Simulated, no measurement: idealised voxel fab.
The process module that follows is named voxel double patterning.
Cross-sectional view cut (width: 220 nm; square cell size: 5 nm).
How to read a cross-section here: the picture is a grid of square cells, written as bands going from the top down, and any band can span one or more rows of cells.
Each band's line starts with the height of the band's top and of its bottom, in nm. Then come its materials from left to right, each with its width in nm. One material with "edge to edge" fills the band from edge to edge. "empty" is empty space.
Height datum 0, below which the as-received substrate wafer is one material. Lowest band open at the bottom, running downward: "0 nm and below".
Per-row width for "30->40": begins at first number (top row of band), ends at second number (bottom row), increment between rows held constant.
"nothing changed" means the step left every cell of the cross-section as it was.
Voids not open to the top, 8 cells minimum: see "Closed void inventory". Written width x height at distance; distance is from the left edge; nm.
That trailing text on a step's line, after the settings, is the simulator's own remark on the step.
Regarding "overlay nm": on a step with a mask, it is the distance the mask lay to the right of its planned place; a negative value places it to the left.

### This section lists the process steps that were planned
1 RECEIVE | material Si
2 CONFORMAL_DEP | material SiO2 | thk nm 5
3 DIRECTIONAL_DEP | material TiN | thk nm 15
4 DIRECTIONAL_DEP | material SiCN | thk nm 10
5 PATTERN | tone open | mask id FIRST | material resist | width nm 15 | pitch nm 50 | thk nm 15 | overlay nm 0
6 DIRECTIONAL_ETCH | etch materials SiCN | depth nm 10
7 STRIP | etch materials resist
8 DIRECTIONAL_DEP | material aC | thk nm 10
9 PATTERN | tone open | mask id SECOND | material resist | width nm 15 | thk nm 25 | overlay nm 0
10 DIRECTIONAL_ETCH | etch materials aC | depth nm 10
11 STRIP | etch materials resist
12 DIRECTIONAL_ETCH | etch materials SiCN | depth nm 10
13 STRIP | etch materials aC
14 DIRECTIONAL_ETCH | etch materials TiN | depth nm 15
15 STRIP | etch materials SiCN

### Incoming wafer, cross-sectional view, post step 1
> 0 nm and below = Si edge to edge
> Closed void inventory: none

### The module was run from the start shown above using the plan shown above, but one mistake was made doing it; the resulting wafer cross-section is below
> 30 nm to 15 nm = 75 of TiN; 15 of empty; 10 of TiN; 15 of empty; 10 of TiN; 15 of empty; 80 of TiN
> 15 nm to 0 nm = SiO2 edge to edge
> 0 nm and below = Si edge to edge
> Closed void inventory: none
Error vs. plan: the process deviated at step 2: the operation and settings actually run there were CONFORMAL_DEP | material SiO2 | thk nm 15
